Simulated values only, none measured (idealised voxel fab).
The following is a process module called voxel self aligned vias.
Xsec cut, 295 nm wide, square cell size 5 nm.
Each cross-section below is a grid of square cells, stated as bands in top-down order, with one or more rows of cells making up each band.
Basically the band line says how high the top is and how high the bottom is, in nm, and then what's in it from left to right, every material with its width in nm. Empty space shows up as "blank", and if a single material carries "throughout" it runs the full band edge to edge.
Measure heights from 0. That's the level where, below it, the as-received wafer is all one material. The lowest band is bottomless and extends downward; write it as in "0..down".
When a width is written as two numbers, as in "30..40", the first number is the width in the top row of cells of the band and the second is the width in its bottom row, and the width changes by the same amount from each row to the next.
The cross-section has no changed cell in any step marked "changes: none".
Each empty space that has no open way to the top and spans at least 8 cells appears under "Enclosed void catalog" as width x height at distance, the distance counted from the left edge, all in nm.
The remark found on a step's line after its settings is issued by the simulator itself and pertains to that step.
overlay nm: right-of-plan distance of the mask on a masked step; negative values mean left-of-plan.
The remainder of this document consists of a sequence of paired cross-sections. Each pair presents the cross-section prior to one process step together with the cross-section following it, the latter being rendered only as deep as the lowest band that underwent change. The intervening step, together with its settings, is stated beneath each pair. Because the pairs may originate from different runs of this module on the same starting wafer, a given pair is to be read as continuing from the preceding pair only where its entry headed "Pre-step section" so indicates.
**Pre-step section**
    0..down: Si throughout
    Enclosed void catalog: none
**Post-Process View**
    10..0: SiO2 throughout
    Rest of section, below 0: as before.
    Enclosed void catalog: none
The step that takes the structure from the upper cross-section to the lower one is op CONFORMAL_DEP | material SiO2 | thk nm 10
Pre-step section: see preceding pair, after cross-section.
**Post-Process View**
    15..10: SiCN throughout
    Rest of section, below 10: as before.
    Enclosed void catalog: none
The step that takes the structure from the upper cross-section to the lower one is op CONFORMAL_DEP | material SiCN | thk nm 5
Pre-step section: see preceding pair, after cross-section.
**Post-Process View**
    40..15: SiO2 throughout
    Rest of section, below 15: as before.
    Enclosed void catalog: none
The step that takes the structure from the upper cross-section to the lower one is op DIRECTIONAL_DEP | material SiO2 | thk nm 25
Pre-step section: see preceding pair, after cross-section.
**Post-Process View**
    55..40: aC throughout
    Rest of section, below 40: as before.
    Enclosed void catalog: none
The step that takes the structure from the upper cross-section to the lower one is op DIRECTIONAL_DEP | material aC | thk nm 15
Pre-step section: see preceding pair, after cross-section.
**Post-Process View**
    85..55: 100 nm resist / 30 nm blank / 35 nm resist / 30 nm blank / 100 nm resist
    Rest of section, below 55: as before.
    Enclosed void catalog: none
The step that takes the structure from the upper cross-section to the lower one is op PATTERN | tone open | mask id LINES | material resist | width nm 30 | pitch nm 65 | thk nm 30 | overlay nm 0
Pre-step section: see preceding pair, after cross-section.
**Post-Process View**
    70..55: 100 nm resist / 30 nm blank / 35 nm resist / 30 nm blank / 100 nm resist
    55..40: 100 nm aC / 30 nm blank / 35 nm aC / 30 nm blank / 100 nm aC
    Rest of section, below 40: as before.
    Enclosed void catalog: none
The step that takes the structure from the upper cross-section to the lower one is op DIRECTIONAL_ETCH | etch materials aC | depth nm 15
Pre-step section: see preceding pair, after cross-section.
**Post-Process View**
    55..40: 100 nm aC / 30 nm blank / 35 nm aC / 30 nm blank / 100 nm aC
    Rest of section, below 40: as before.
    Enclosed void catalog: none
The step that takes the structure from the upper cross-section to the lower one is op STRIP | etch materials resist
Pre-step section: see preceding pair, after cross-section.
**Post-Process View**
    55..40: 100 nm aC / 30 nm blank / 35 nm aC / 30 nm blank / 100 nm aC
    40..15: 100 nm SiO2 / 30 nm blank / 35 nm SiO2 / 30 nm blank / 100 nm SiO2
    Rest of section, below 15: as before.
    Enclosed void catalog: none
The step that takes the structure from the upper cross-section to the lower one is op DIRECTIONAL_ETCH | etch materials SiO2 | depth nm 25
Pre-step section: see preceding pair, after cross-section.
**Post-Process View**
    40..15: 100 nm SiO2 / 30 nm blank / 35 nm SiO2 / 30 nm blank / 100 nm SiO2
    Rest of section, below 15: as before.
    Enclosed void catalog: none
The step that takes the structure from the upper cross-section to the lower one is op STRIP | etch materials aC
Pre-step section: see preceding pair, after cross-section.
**Post-Process View**
    45..40: 105 nm TiN / 20 nm blank / 45 nm TiN / 20 nm blank / 105 nm TiN
    40..20: 100 nm SiO2 / 5 nm TiN / 20 nm blank / 5 nm TiN / 35 nm SiO2 / 5 nm TiN / 20 nm blank / 5 nm TiN / 100 nm SiO2
    20..15: 100 nm SiO2 / 30 nm TiN / 35 nm SiO2 / 30 nm TiN / 100 nm SiO2
    Rest of section, below 15: as before.
    Enclosed void catalog: none
The step that takes the structure from the upper cross-section to the lower one is op CONFORMAL_DEP | material TiN | thk nm 5
Pre-step section: see preceding pair, after cross-section.
**Post-Process View**
    50..45: W throughout
    45..40: 105 nm TiN / 20 nm W / 45 nm TiN / 20 nm W / 105 nm TiN
    40..20: 100 nm SiO2 / 5 nm TiN / 20 nm W / 5 nm TiN / 35 nm SiO2 / 5 nm TiN / 20 nm W / 5 nm TiN / 100 nm SiO2
    Rest of section, below 20: as before.
    Enclosed void catalog: none
The step that takes the structure from the upper cross-section to the lower one is op FILL_DEP | material W | thk nm 5
Pre-step section: see preceding pair, after cross-section.
**Post-Process View**
    40..20: 100 nm SiO2 / 5 nm TiN / 20 nm W / 5 nm TiN / 35 nm SiO2 / 5 nm TiN / 20 nm W / 5 nm TiN / 100 nm SiO2
    Rest of section, below 20: as before.
    Enclosed void catalog: none
The step that takes the structure from the upper cross-section to the lower one is op CMP | height nm 40
Pre-step section: see preceding pair, after cross-section.
**Post-Process View**
    40..35: 100 nm SiO2 / 30 nm blank / 35 nm SiO2 / 30 nm blank / 100 nm SiO2
    Rest of section, below 35: as before.
    Enclosed void catalog: none
The step that takes the structure from the upper cross-section to the lower one is op SELECTIVE_ETCH | etch materials W Ru TiN | depth nm 5
Pre-step section: see preceding pair, after cross-section.
**Post-Process View**
    45..40: SiN throughout
    40..35: 100 nm SiO2 / 30 nm SiN / 35 nm SiO2 / 30 nm SiN / 100 nm SiO2
    Rest of section, below 35: as before.
    Enclosed void catalog: none
The step that takes the structure from the upper cross-section to the lower one is op FILL_DEP | material SiN | thk nm 5
Pre-step section: see preceding pair, after cross-section.
**Post-Process View**
    40..35: 100 nm SiO2 / 30 nm SiN / 35 nm SiO2 / 30 nm SiN / 100 nm SiO2
    Rest of section, below 35: as before.
    Enclosed void catalog: none
The step that takes the structure from the upper cross-section to the lower one is op CMP | height nm 40
Pre-step section: see preceding pair, after cross-section.
**Post-Process View**
    55..40: SiO2 throughout
    Rest of section, below 40: as before.
    Enclosed void catalog: none
The step that takes the structure from the upper cross-section to the lower one is op DIRECTIONAL_DEP | material SiO2 | thk nm 15
Pre-step section: see preceding pair, after cross-section.
**Post-Process View**
    70..55: aC throughout
    Rest of section, below 55: as before.
    Enclosed void catalog: none
The step that takes the structure from the upper cross-section to the lower one is op DIRECTIONAL_DEP | material aC | thk nm 15
Pre-step section: see preceding pair, after cross-section.
**Post-Process View**
    105..70: 95 nm resist / 40 nm blank / 160 nm resist
    Rest of section, below 70: as before.
    Enclosed void catalog: none
The step that takes the structure from the upper cross-section to the lower one is op PATTERN | tone open | mask id VIAS | material resist | width nm 40 | thk nm 35 | overlay nm 0
Pre-step section: see preceding pair, after cross-section.
**Post-Process View**
    90..70: 95 nm resist / 40 nm blank / 160 nm resist
    70..55: 95 nm aC / 40 nm blank / 160 nm aC
    Rest of section, below 55: as before.
    Enclosed void catalog: none
The step that takes the structure from the upper cross-section to the lower one is op DIRECTIONAL_ETCH | etch materials aC | depth nm 15
Pre-step section: see preceding pair, after cross-section.
**Post-Process View**
    70..55: 95 nm aC / 40 nm blank / 160 nm aC
    Rest of section, below 55: as before.
    Enclosed void catalog: none
The step that takes the structure from the upper cross-section to the lower one is op STRIP | etch materials resist
Pre-step section: see preceding pair, after cross-section.
**Post-Process View**
    70..55: 95 nm aC / 40 nm blank / 160 nm aC
    55..40: 95 nm SiO2 / 40 nm blank / 160 nm SiO2
    Rest of section, below 40: as before.
    Enclosed void catalog: none
The step that takes the structure from the upper cross-section to the lower one is op DIRECTIONAL_ETCH | etch materials SiO2 | depth nm 15
Pre-step section: see preceding pair, after cross-section.
**Post-Process View**
    70..55: 95 nm aC / 40 nm blank / 160 nm aC
    55..40: 95 nm SiO2 / 40 nm blank / 160 nm SiO2
    40..35: 100 nm SiO2 / 30 nm blank / 35 nm SiO2 / 30 nm SiN / 100 nm SiO2
    Rest of section, below 35: as before.
    Enclosed void catalog: none
The step that takes the structure from the upper cross-section to the lower one is op DIRECTIONAL_ETCH | etch materials SiN | depth nm 5
Pre-step section: see preceding pair, after cross-section.
**Post-Process View**
    55..40: 95 nm SiO2 / 40 nm blank / 160 nm SiO2
    Rest of section, below 40: as before.
    Enclosed void catalog: none
The step that takes the structure from the upper cross-section to the lower one is op STRIP | etch materials aC
Pre-step section: see preceding pair, after cross-section.
**Post-Process View**
    60..55: 100 nm TiN / 30 nm blank / 165 nm TiN
    55..45: 95 nm SiO2 / 5 nm TiN / 30 nm blank / 5 nm TiN / 160 nm SiO2
    45..40: 95 nm SiO2 / 10 nm TiN / 20 nm blank / 10 nm TiN / 160 nm SiO2
    40..35: 100 nm SiO2 / 30 nm TiN / 35 nm SiO2 / 30 nm SiN / 100 nm SiO2
    Rest of section, below 35: as before.
    Enclosed void catalog: none
The step that takes the structure from the upper cross-section to the lower one is op CONFORMAL_DEP | material TiN | thk nm 5
Pre-step section: see preceding pair, after cross-section.
**Post-Process View**
    65..60: W throughout
    60..55: 100 nm TiN / 30 nm W / 165 nm TiN
    55..45: 95 nm SiO2 / 5 nm TiN / 30 nm W / 5 nm TiN / 160 nm SiO2
    45..40: 95 nm SiO2 / 10 nm TiN / 20 nm W / 10 nm TiN / 160 nm SiO2
    Rest of section, below 40: as before.
    Enclosed void catalog: none
The step that takes the structure from the upper cross-section to the lower one is op FILL_DEP | material W | thk nm 5
Pre-step section: see preceding pair, after cross-section.
**Post-Process View**
    55..45: 95 nm SiO2 / 5 nm TiN / 30 nm W / 5 nm TiN / 160 nm SiO2
    Rest of section, below 45: as before.
    Enclosed void catalog: none
The step that takes the structure from the upper cross-section to the lower one is op CMP | height nm 55
Pre-step section: see preceding pair, after cross-section.
**Post-Process View**
    60..55: SiN throughout
    Rest of section, below 55: as before.
    Enclosed void catalog: none
The step that takes the structure from the upper cross-section to the lower one is op CONFORMAL_DEP | material SiN | thk nm 5
**Pre-step section**
    0..down: Si throughout
    Enclosed void catalog: none
**Post-Process View**
    5..0: SiCN throughout
    Rest of section, below 0: as before.
    Enclosed void catalog: none
The step that takes the structure from the upper cross-section to the lower one is op CONFORMAL_DEP | material SiCN | thk nm 5
Pre-step section: see preceding pair, after cross-section.
**Post-Process View**
    30..5: SiO2 throughout
    Rest of section, below 5: as before.
    Enclosed void catalog: none
The step that takes the structure from the upper cross-section to the lower one is op DIRECTIONAL_DEP | material SiO2 | thk nm 25
Pre-step section: see preceding pair, after cross-section.
**Post-Process View**
    45..30: aC throughout
    Rest of section, below 30: as before.
    Enclosed void catalog: none
The step that takes the structure from the upper cross-section to the lower one is op DIRECTIONAL_DEP | material aC | thk nm 15
Pre-step section: see preceding pair, after cross-section.
**Post-Process View**
    75..45: 100 nm resist / 30 nm blank / 35 nm resist / 30 nm blank / 100 nm resist
    Rest of section, below 45: as before.
    Enclosed void catalog: none
The step that takes the structure from the upper cross-section to the lower one is op PATTERN | tone open | mask id LINES | material resist | width nm 30 | pitch nm 65 | thk nm 30 | overlay nm 0
Pre-step section: see preceding pair, after cross-section.
**Post-Process View**
    60..45: 100 nm resist / 30 nm blank / 35 nm resist / 30 nm blank / 100 nm resist
    45..30: 100 nm aC / 30 nm blank / 35 nm aC / 30 nm blank / 100 nm aC
    Rest of section, below 30: as before.
    Enclosed void catalog: none
The step that takes the structure from the upper cross-section to the lower one is op DIRECTIONAL_ETCH | etch materials aC | depth nm 15
Pre-step section: see preceding pair, after cross-section.
**Post-Process View**
    45..30: 100 nm aC / 30 nm blank / 35 nm aC / 30 nm blank / 100 nm aC
    Rest of section, below 30: as before.
    Enclosed void catalog: none
The step that takes the structure from the upper cross-section to the lower one is op STRIP | etch materials resist
Pre-step section: see preceding pair, after cross-section.
**Post-Process View**
    45..30: 100 nm aC / 30 nm blank / 35 nm aC / 30 nm blank / 100 nm aC
    30..5: 100 nm SiO2 / 30 nm blank / 35 nm SiO2 / 30 nm blank / 100 nm SiO2
    Rest of section, below 5: as before.
    Enclosed void catalog: none
The step that takes the structure from the upper cross-section to the lower one is op DIRECTIONAL_ETCH | etch materials SiO2 | depth nm 25
Pre-step section: see preceding pair, after cross-section.
**Post-Process View**
    30..5: 100 nm SiO2 / 30 nm blank / 35 nm SiO2 / 30 nm blank / 100 nm SiO2
    Rest of section, below 5: as before.
    Enclosed void catalog: none
The step that takes the structure from the upper cross-section to the lower one is op STRIP | etch materials aC
Pre-step section: see preceding pair, after cross-section.
**Post-Process View**
    35..30: 105 nm TiN / 20 nm blank / 45 nm TiN / 20 nm blank / 105 nm TiN
    30..10: 100 nm SiO2 / 5 nm TiN / 20 nm blank / 5 nm TiN / 35 nm SiO2 / 5 nm TiN / 20 nm blank / 5 nm TiN / 100 nm SiO2
    10..5: 100 nm SiO2 / 30 nm TiN / 35 nm SiO2 / 30 nm TiN / 100 nm SiO2
    Rest of section, below 5: as before.
    Enclosed void catalog: none
The step that takes the structure from the upper cross-section to the lower one is op CONFORMAL_DEP | material TiN | thk nm 5
Pre-step section: see preceding pair, after cross-section.
**Post-Process View**
    40..35: W throughout
    35..30: 105 nm TiN / 20 nm W / 45 nm TiN / 20 nm W / 105 nm TiN
    30..10: 100 nm SiO2 / 5 nm TiN / 20 nm W / 5 nm TiN / 35 nm SiO2 / 5 nm TiN / 20 nm W / 5 nm TiN / 100 nm SiO2
    Rest of section, below 10: as before.
    Enclosed void catalog: none
The step that takes the structure from the upper cross-section to the lower one is op FILL_DEP | material W | thk nm 5
Pre-step section: see preceding pair, after cross-section.
**Post-Process View**
    35..30: 105 nm TiN / 20 nm W / 45 nm TiN / 20 nm W / 105 nm TiN
    Rest of section, below 30: as before.
    Enclosed void catalog: none
The step that takes the structure from the upper cross-section to the lower one is op SELECTIVE_ETCH | etch materials W Ru TiN | depth nm 5
Pre-step section: see preceding pair, after cross-section.
**Post-Process View**
    40..35: SiN throughout
    Rest of section, below 35: as before.
    Enclosed void catalog: none
The step that takes the structure from the upper cross-section to the lower one is op FILL_DEP | material SiN | thk nm 5
Pre-step section: see preceding pair, after cross-section.
**Post-Process View**
    55..40: SiO2 throughout
    Rest of section, below 40: as before.
    Enclosed void catalog: none
The step that takes the structure from the upper cross-section to the lower one is op DIRECTIONAL_DEP | material SiO2 | thk nm 15
Pre-step section: see preceding pair, after cross-section.
**Post-Process View**
    70..55: aC throughout
    Rest of section, below 55: as before.
    Enclosed void catalog: none
The step that takes the structure from the upper cross-section to the lower one is op DIRECTIONAL_DEP | material aC | thk nm 15
Pre-step section: see preceding pair, after cross-section.
**Post-Process View**
    105..70: 95 nm resist / 40 nm blank / 160 nm resist
    Rest of section, below 70: as before.
    Enclosed void catalog: none
The step that takes the structure from the upper cross-section to the lower one is op PATTERN | tone open | mask id VIAS | material resist | width nm 40 | thk nm 35 | overlay nm 0
Pre-step section: see preceding pair, after cross-section.
**Post-Process View**
    90..70: 95 nm resist / 40 nm blank / 160 nm resist
    70..55: 95 nm aC / 40 nm blank / 160 nm aC
    Rest of section, below 55: as before.
    Enclosed void catalog: none
The step that takes the structure from the upper cross-section to the lower one is op DIRECTIONAL_ETCH | etch materials aC | depth nm 15
Pre-step section: see preceding pair, after cross-section.
**Post-Process View**
    70..55: 95 nm aC / 40 nm blank / 160 nm aC
    Rest of section, below 55: as before.
    Enclosed void catalog: none
The step that takes the structure from the upper cross-section to the lower one is op STRIP | etch materials resist
Pre-step section: see preceding pair, after cross-section.
**Post-Process View**
    70..55: 95 nm aC / 40 nm blank / 160 nm aC
    55..40: 95 nm SiO2 / 40 nm blank / 160 nm SiO2
    Rest of section, below 40: as before.
    Enclosed void catalog: none
The step that takes the structure from the upper cross-section to the lower one is op DIRECTIONAL_ETCH | etch materials SiO2 | depth nm 15
Pre-step section: see preceding pair, after cross-section.
**Post-Process View**
    70..55: 95 nm aC / 40 nm blank / 160 nm aC
    55..40: 95 nm SiO2 / 40 nm blank / 160 nm SiO2
    40..35: 95 nm SiN / 40 nm blank / 160 nm SiN
    Rest of section, below 35: as before.
    Enclosed void catalog: none
The step that takes the structure from the upper cross-section to the lower one is op DIRECTIONAL_ETCH | etch materials SiN | depth nm 5
Pre-step section: see preceding pair, after cross-section.
**Post-Process View**
    55..40: 95 nm SiO2 / 40 nm blank / 160 nm SiO2
    Rest of section, below 40: as before.
    Enclosed void catalog: none
The step that takes the structure from the upper cross-section to the lower one is op STRIP | etch materials aC
Pre-step section: see preceding pair, after cross-section.
**Post-Process View**
    60..55: 100 nm TiN / 30 nm blank / 165 nm TiN
    55..40: 95 nm SiO2 / 5 nm TiN / 30 nm blank / 5 nm TiN / 160 nm SiO2
    40..35: 95 nm SiN / 40 nm TiN / 160 nm SiN
    Rest of section, below 35: as before.
    Enclosed void catalog: none
The step that takes the structure from the upper cross-section to the lower one is op CONFORMAL_DEP | material TiN | thk nm 5
Pre-step section: see preceding pair, after cross-section.
**Post-Process View**
    65..60: W throughout
    60..55: 100 nm TiN / 30 nm W / 165 nm TiN
    55..40: 95 nm SiO2 / 5 nm TiN / 30 nm W / 5 nm TiN / 160 nm SiO2
    Rest of section, below 40: as before.
    Enclosed void catalog: none
The step that takes the structure from the upper cross-section to the lower one is op FILL_DEP | material W | thk nm 5
Pre-step section: see preceding pair, after cross-section.
**Post-Process View**
    55..40: 95 nm SiO2 / 5 nm TiN / 30 nm W / 5 nm TiN / 160 nm SiO2
    Rest of section, below 40: as before.
    Enclosed void catalog: none
The step that takes the structure from the upper cross-section to the lower one is op CMP | height nm 55
Pre-step section: see preceding pair, after cross-section.
**Post-Process View**
    60..55: SiN throughout
    Rest of section, below 55: as before.
    Enclosed void catalog: none
The step that takes the structure from the upper cross-section to the lower one is op CONFORMAL_DEP | material SiN | thk nm 5
**Pre-step section**
    70..55: 95 nm aC / 40 nm blank / 160 nm aC
    55..40: 95 nm SiO2 / 40 nm blank / 160 nm SiO2
    40..35: 100 nm SiO2 / 30 nm SiN / 35 nm SiO2 / 30 nm SiN / 100 nm SiO2
    35..20: 100 nm SiO2 / 5 nm TiN / 20 nm W / 5 nm TiN / 35 nm SiO2 / 5 nm TiN / 20 nm W / 5 nm TiN / 100 nm SiO2
    20..15: 100 nm SiO2 / 30 nm TiN / 35 nm SiO2 / 30 nm TiN / 100 nm SiO2
    15..10: SiCN throughout
    10..0: SiO2 throughout
    0..down: Si throughout
    Enclosed void catalog: none
**Post-Process View**
    70..55: 95 nm aC / 40 nm blank / 160 nm aC
    55..40: 95 nm SiO2 / 40 nm blank / 160 nm SiO2
    40..35: 95 nm SiO2 / 5 nm blank / 30 nm SiN / 5 nm blank / 30 nm SiO2 / 30 nm SiN / 100 nm SiO2
    35..25: 95 nm SiO2 / 5 nm blank / 5 nm TiN / 20 nm W / 5 nm TiN / 5 nm blank / 30 nm SiO2 / 5 nm TiN / 20 nm W / 5 nm TiN / 100 nm SiO2
    Rest of section, below 25: as before.
    Enclosed void catalog: none
The step that takes the structure from the upper cross-section to the lower one is op DIRECTIONAL_ETCH | etch materials SiO2 | depth nm 15
Pre-step section: see preceding pair, after cross-section.
**Post-Process View**
    70..55: 95 nm aC / 40 nm blank / 160 nm aC
    55..40: 95 nm SiO2 / 40 nm blank / 160 nm SiO2
    40..35: 95 nm SiO2 / 40 nm blank / 30 nm SiO2 / 30 nm SiN / 100 nm SiO2
    Rest of section, below 35: as before.
    Enclosed void catalog: none
The step that takes the structure from the upper cross-section to the lower one is op DIRECTIONAL_ETCH | etch materials SiN | depth nm 5
Pre-step section: see preceding pair, after cross-section.
**Post-Process View**
    55..40: 95 nm SiO2 / 40 nm blank / 160 nm SiO2
    Rest of section, below 40: as before.
    Enclosed void catalog: none
The step that takes the structure from the upper cross-section to the lower one is op STRIP | etch materials aC
Pre-step section: see preceding pair, after cross-section.
**Post-Process View**
    60..55: 100 nm TiN / 30 nm blank / 165 nm TiN
    55..40: 95 nm SiO2 / 5 nm TiN / 30 nm blank / 5 nm TiN / 160 nm SiO2
    40..35: 95 nm SiO2 / 40 nm TiN / 30 nm SiO2 / 30 nm SiN / 100 nm SiO2
    35..25: 95 nm SiO2 / 10 nm TiN / 20 nm W / 10 nm TiN / 30 nm SiO2 / 5 nm TiN / 20 nm W / 5 nm TiN / 100 nm SiO2
    Rest of section, below 25: as before.
    Enclosed void catalog: none
The step that takes the structure from the upper cross-section to the lower one is op CONFORMAL_DEP | material TiN | thk nm 5
Pre-step section: see preceding pair, after cross-section.
**Post-Process View**
    65..60: W throughout
    60..55: 100 nm TiN / 30 nm W / 165 nm TiN
    55..40: 95 nm SiO2 / 5 nm TiN / 30 nm W / 5 nm TiN / 160 nm SiO2
    Rest of section, below 40: as before.
    Enclosed void catalog: none
The step that takes the structure from the upper cross-section to the lower one is op FILL_DEP | material W | thk nm 5
Pre-step section: see preceding pair, after cross-section.
**Post-Process View**
    55..40: 95 nm SiO2 / 5 nm TiN / 30 nm W / 5 nm TiN / 160 nm SiO2
    Rest of section, below 40: as before.
    Enclosed void catalog: none
The step that takes the structure from the upper cross-section to the lower one is op CMP | height nm 55
Pre-step section: see preceding pair, after cross-section.
**Post-Process View**
    60..55: SiN throughout
    Rest of section, below 55: as before.
    Enclosed void catalog: none
The step that takes the structure from the upper cross-section to the lower one is op CONFORMAL_DEP | material SiN | thk nm 5
**Pre-step section**
    10..0: SiO2 throughout
    0..down: Si throughout
    Enclosed void catalog: none
**Post-Process View**
    35..0: SiO2 throughout
    Rest of section, below 0: as before.
    Enclosed void catalog: none
The step that takes the structure from the upper cross-section to the lower one is op DIRECTIONAL_DEP | material SiO2 | thk nm 25
Pre-step section: see preceding pair, after cross-section.
**Post-Process View**
    40..35: SiCN throughout
    Rest of section, below 35: as before.
    Enclosed void catalog: none
The step that takes the structure from the upper cross-section to the lower one is op CONFORMAL_DEP | material SiCN | thk nm 5
Pre-step section: see preceding pair, after cross-section.
**Post-Process View**
    55..40: aC throughout
    Rest of section, below 40: as before.
    Enclosed void catalog: none
The step that takes the structure from the upper cross-section to the lower one is op DIRECTIONAL_DEP | material aC | thk nm 15
Pre-step section: see preceding pair, after cross-section.
**Post-Process View**
    85..55: 100 nm resist / 30 nm blank / 35 nm resist / 30 nm blank / 100 nm resist
    Rest of section, below 55: as before.
    Enclosed void catalog: none
The step that takes the structure from the upper cross-section to the lower one is op PATTERN | tone open | mask id LINES | material resist | width nm 30 | pitch nm 65 | thk nm 30 | overlay nm 0
Pre-step section: see preceding pair, after cross-section.
**Post-Process View**
    70..55: 100 nm resist / 30 nm blank / 35 nm resist / 30 nm blank / 100 nm resist
    55..40: 100 nm aC / 30 nm blank / 35 nm aC / 30 nm blank / 100 nm aC
    Rest of section, below 40: as before.
    Enclosed void catalog: none
The step that takes the structure from the upper cross-section to the lower one is op DIRECTIONAL_ETCH | etch materials aC | depth nm 15
Pre-step section: see preceding pair, after cross-section.
**Post-Process View**
    55..40: 100 nm aC / 30 nm blank / 35 nm aC / 30 nm blank / 100 nm aC
    Rest of section, below 40: as before.
    Enclosed void catalog: none
The step that takes the structure from the upper cross-section to the lower one is op STRIP | etch materials resist
Pre-step section: see preceding pair, after cross-section.
**Post-Process View**
    40..35: SiCN throughout
    Rest of section, below 35: as before.
    Enclosed void catalog: none
The step that takes the structure from the upper cross-section to the lower one is op STRIP | etch materials aC
Pre-step section: see preceding pair, after cross-section.
**Post-Process View**
    45..40: TiN throughout
    Rest of section, below 40: as before.
    Enclosed void catalog: none
The step that takes the structure from the upper cross-section to the lower one is op CONFORMAL_DEP | material TiN | thk nm 5
Pre-step section: see preceding pair, after cross-section.
**Post-Process View**
    50..45: W throughout
    Rest of section, below 45: as before.
    Enclosed void catalog: none
The step that takes the structure from the upper cross-section to the lower one is op FILL_DEP | material W | thk nm 5
Pre-step section: see preceding pair, after cross-section.
**Post-Process View**
    40..35: SiCN throughout
    Rest of section, below 35: as before.
    Enclosed void catalog: none
The step that takes the structure from the upper cross-section to the lower one is op CMP | height nm 40
Pre-step section: see preceding pair, after cross-section.
**Post-Process View**
    45..40: SiN throughout
    Rest of section, below 40: as before.
    Enclosed void catalog: none
The step that takes the structure from the upper cross-section to the lower one is op FILL_DEP | material SiN | thk nm 5
Pre-step section: see preceding pair, after cross-section.
**Post-Process View**
    40..35: SiCN throughout
    Rest of section, below 35: as before.
    Enclosed void catalog: none
The step that takes the structure from the upper cross-section to the lower one is op CMP | height nm 40
Pre-step section: see preceding pair, after cross-section.
**Post-Process View**
    55..40: SiO2 throughout
    Rest of section, below 40: as before.
    Enclosed void catalog: none
The step that takes the structure from the upper cross-section to the lower one is op DIRECTIONAL_DEP | material SiO2 | thk nm 15
Pre-step section: see preceding pair, after cross-section.
**Post-Process View**
    70..55: aC throughout
    Rest of section, below 55: as before.
    Enclosed void catalog: none
The step that takes the structure from the upper cross-section to the lower one is op DIRECTIONAL_DEP | material aC | thk nm 15
Pre-step section: see preceding pair, after cross-section.
**Post-Process View**
    105..70: 95 nm resist / 40 nm blank / 160 nm resist
    Rest of section, below 70: as before.
    Enclosed void catalog: none
The step that takes the structure from the upper cross-section to the lower one is op PATTERN | tone open | mask id VIAS | material resist | width nm 40 | thk nm 35 | overlay nm 0
Pre-step section: see preceding pair, after cross-section.
**Post-Process View**
    90..70: 95 nm resist / 40 nm blank / 160 nm resist
    70..55: 95 nm aC / 40 nm blank / 160 nm aC
    Rest of section, below 55: as before.
    Enclosed void catalog: none
The step that takes the structure from the upper cross-section to the lower one is op DIRECTIONAL_ETCH | etch materials aC | depth nm 15
Pre-step section: see preceding pair, after cross-section.
**Post-Process View**
    70..55: 95 nm aC / 40 nm blank / 160 nm aC
    Rest of section, below 55: as before.
    Enclosed void catalog: none
The step that takes the structure from the upper cross-section to the lower one is op STRIP | etch materials resist
Pre-step section: see preceding pair, after cross-section.
**Post-Process View**
    70..55: 95 nm aC / 40 nm blank / 160 nm aC
    55..40: 95 nm SiO2 / 40 nm blank / 160 nm SiO2
    Rest of section, below 40: as before.
    Enclosed void catalog: none
The step that takes the structure from the upper cross-section to the lower one is op DIRECTIONAL_ETCH | etch materials SiO2 | depth nm 15
Pre-step section: see preceding pair, after cross-section.
**Post-Process View**
    55..40: 95 nm SiO2 / 40 nm blank / 160 nm SiO2
    Rest of section, below 40: as before.
    Enclosed void catalog: none
The step that takes the structure from the upper cross-section to the lower one is op STRIP | etch materials aC
Pre-step section: see preceding pair, after cross-section.
**Post-Process View**
    60..55: 100 nm TiN / 30 nm blank / 165 nm TiN
    55..45: 95 nm SiO2 / 5 nm TiN / 30 nm blank / 5 nm TiN / 160 nm SiO2
    45..40: 95 nm SiO2 / 40 nm TiN / 160 nm SiO2
    Rest of section, below 40: as before.
    Enclosed void catalog: none
The step that takes the structure from the upper cross-section to the lower one is op CONFORMAL_DEP | material TiN | thk nm 5
Pre-step section: see preceding pair, after cross-section.
**Post-Process View**
    65..60: W throughout
    60..55: 100 nm TiN / 30 nm W / 165 nm TiN
    55..45: 95 nm SiO2 / 5 nm TiN / 30 nm W / 5 nm TiN / 160 nm SiO2
    Rest of section, below 45: as before.
    Enclosed void catalog: none
The step that takes the structure from the upper cross-section to the lower one is op FILL_DEP | material W | thk nm 5
Pre-step section: see preceding pair, after cross-section.
**Post-Process View**
    55..45: 95 nm SiO2 / 5 nm TiN / 30 nm W / 5 nm TiN / 160 nm SiO2
    Rest of section, below 45: as before.
    Enclosed void catalog: none
The step that takes the structure from the upper cross-section to the lower one is op CMP | height nm 55
Pre-step section: see preceding pair, after cross-section.
**Post-Process View**
    60..55: SiN throughout
    Rest of section, below 55: as before.
    Enclosed void catalog: none
The step that takes the structure from the upper cross-section to the lower one is op CONFORMAL_DEP | material SiN | thk nm 5
**Pre-step section**
    0..down: Si throughout
    Enclosed void catalog: none
**Post-Process View**
    15..0: SiO2 throughout
    Rest of section, below 0: as before.
    Enclosed void catalog: none
The step that takes the structure from the upper cross-section to the lower one is op CONFORMAL_DEP | material SiO2 | thk nm 15
Pre-step section: see preceding pair, after cross-section.
**Post-Process View**
    20..15: SiCN throughout
    Rest of section, below 15: as before.
    Enclosed void catalog: none
The step that takes the structure from the upper cross-section to the lower one is op CONFORMAL_DEP | material SiCN | thk nm 5
Pre-step section: see preceding pair, after cross-section.
**Post-Process View**
    45..20: SiO2 throughout
    Rest of section, below 20: as before.
    Enclosed void catalog: none
The step that takes the structure from the upper cross-section to the lower one is op DIRECTIONAL_DEP | material SiO2 | thk nm 25
Pre-step section: see preceding pair, after cross-section.
**Post-Process View**
    60..45: aC throughout
    Rest of section, below 45: as before.
    Enclosed void catalog: none
The step that takes the structure from the upper cross-section to the lower one is op DIRECTIONAL_DEP | material aC | thk nm 15
Pre-step section: see preceding pair, after cross-section.
**Post-Process View**
    90..60: 100 nm resist / 30 nm blank / 35 nm resist / 30 nm blank / 100 nm resist
    Rest of section, below 60: as before.
    Enclosed void catalog: none
The step that takes the structure from the upper cross-section to the lower one is op PATTERN | tone open | mask id LINES | material resist | width nm 30 | pitch nm 65 | thk nm 30 | overlay nm 0
Pre-step section: see preceding pair, after cross-section.
**Post-Process View**
    75..60: 100 nm resist / 30 nm blank / 35 nm resist / 30 nm blank / 100 nm resist
    60..45: 100 nm aC / 30 nm blank / 35 nm aC / 30 nm blank / 100 nm aC
    Rest of section, below 45: as before.
    Enclosed void catalog: none
The step that takes the structure from the upper cross-section to the lower one is op DIRECTIONAL_ETCH | etch materials aC | depth nm 15
Pre-step section: see preceding pair, after cross-section.
**Post-Process View**
    60..45: 100 nm aC / 30 nm blank / 35 nm aC / 30 nm blank / 100 nm aC
    Rest of section, below 45: as before.
    Enclosed void catalog: none
The step that takes the structure from the upper cross-section to the lower one is op STRIP | etch materials resist
